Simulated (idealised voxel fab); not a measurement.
Herein follows the process module entitled voxel self aligned contacts.
For reference, the cross-section in this document is cut, with width 170 nm and square cells of 5 nm.
For the purposes of this document, a cross-section shall be understood as a grid of square cells, specified as bands listed in top-to-bottom order, each band consisting of one or more rows of cells. Quick guide to a band line: top height, bottom height (nm) up front; then every material left to right with its width in nm. Only one material and it's marked "throughout"? Then it fills the band edge to edge. And "empty" just means empty space. Note: height 0 marks the level under which the wafer is uniformly one material as received. Lowest band unbounded below, written "0 nm and below". When a width is written as two numbers, as in "30 to 40", the first number is the width in the top row of cells of the band and the second is the width in its bottom row, and the width changes by the same amount from each row to the next. No cell of the cross-section changed in a step that is given as "nothing altered". What "Cavities, sealed" gives you is every empty space of 8 cells or more that is cut off from the top. Each appears as width x height at distance, with the distance taken from the left edge and width, height and distance all in nm. Heads up: the bit after the settings on a step's line is the simulator's remark on that step. What "overlay nm" on a step's line means: if the step has a mask, that mask lay this far to the right of its planned place, or, when the value is negative, to the left.
LISTED BELOW ARE THE PROCESS STEPS AS PLANNED
1,RECEIVE | material Si
2,OXIDIZE | depth nm 5
3,DIRECTIONAL_DEP | material polySi | thk nm 30
4,DIRECTIONAL_DEP | material SiN | thk nm 20
5,PATTERN | tone cover | mask id GATE | material resist | width nm 25 | pitch nm 50 | thk nm 20 | overlay nm 0
6,DIRECTIONAL_ETCH | etch materials SiN | depth nm 20
7,DIRECTIONAL_ETCH | etch materials polySi | depth nm 30
8,STRIP | etch materials resist
9,CONFORMAL_DEP | material SiN | thk nm 5
10,DIRECTIONAL_ETCH | etch materials SiN | depth nm 5
11,FILL_DEP | material SiO2 | thk nm 15
12,CMP | height nm 55
13,MASKED_ETCH | tone open | mask id CONTACT | width nm 35 | etch materials SiO2 | depth nm 60 | overlay nm 0
14,CONFORMAL_DEP | material TiN | thk nm 5
15,FILL_DEP | material W | thk nm 10
16,CMP | height nm 55
17,CONFORMAL_DEP | material SiCN | thk nm 5
INCOMING WAFER, CROSS-SECTIONAL VIEW, POST STEP 1
0 nm and below  Si throughout
Cavities, sealed: none
CROSS-SECTION, FIRST OF TWO WAFERS, END OF MODULE, RUN AS PLANNED
60 nm to 55 nm  SiCN throughout
55 nm to 50 nm  SiO2=65  TiN=15  W=5  TiN=15  SiO2=70
50 nm to 30 nm  SiO2=40  SiN=35  TiN=5  W=5  TiN=5  SiN=35  SiO2=45
30 nm to 0 nm  SiO2=40  SiN=5  polySi=25  SiN=5  TiN=5  W=5  TiN=5  SiN=5  polySi=25  SiN=5  SiO2=45
0 nm to -5 nm  SiO2=75  TiN=15  SiO2=80
-5 nm and below  Si throughout
Cavities, sealed: none
WAFER TWO (OF TWO), END-OF-MODULE CROSS-SECTION: START = WAFER ONE, PLAN = WAFER ONE, ONE RUN MISTAKE
60 nm to 55 nm  SiCN throughout
55 nm to 50 nm  SiO2=65  TiN=15  W=5  TiN=15  SiO2=70
50 nm to 30 nm  SiO2=40  SiN=35  TiN=5  W=5  TiN=5  SiN=35  SiO2=45
30 nm to 5 nm  SiO2=40  SiN=5  polySi=25  SiN=5  TiN=5  W=5  TiN=5  SiN=5  polySi=25  SiN=5  SiO2=45
5 nm to 0 nm  SiO2=40  SiN=5  polySi=25  SiN=5  TiN=15  SiN=5  polySi=25  SiN=5  SiO2=45
0 nm and below  Si throughout
Cavities, sealed: none
Misprocessing identified: it should be noted that step 2 of the plan was omitted and was not performed
Count the cells at the end and the second wafer has more or fewer of some materials than the first: 34 more of Si; 31 fewer of SiO2; 2 fewer of TiN; 1 fewer of W
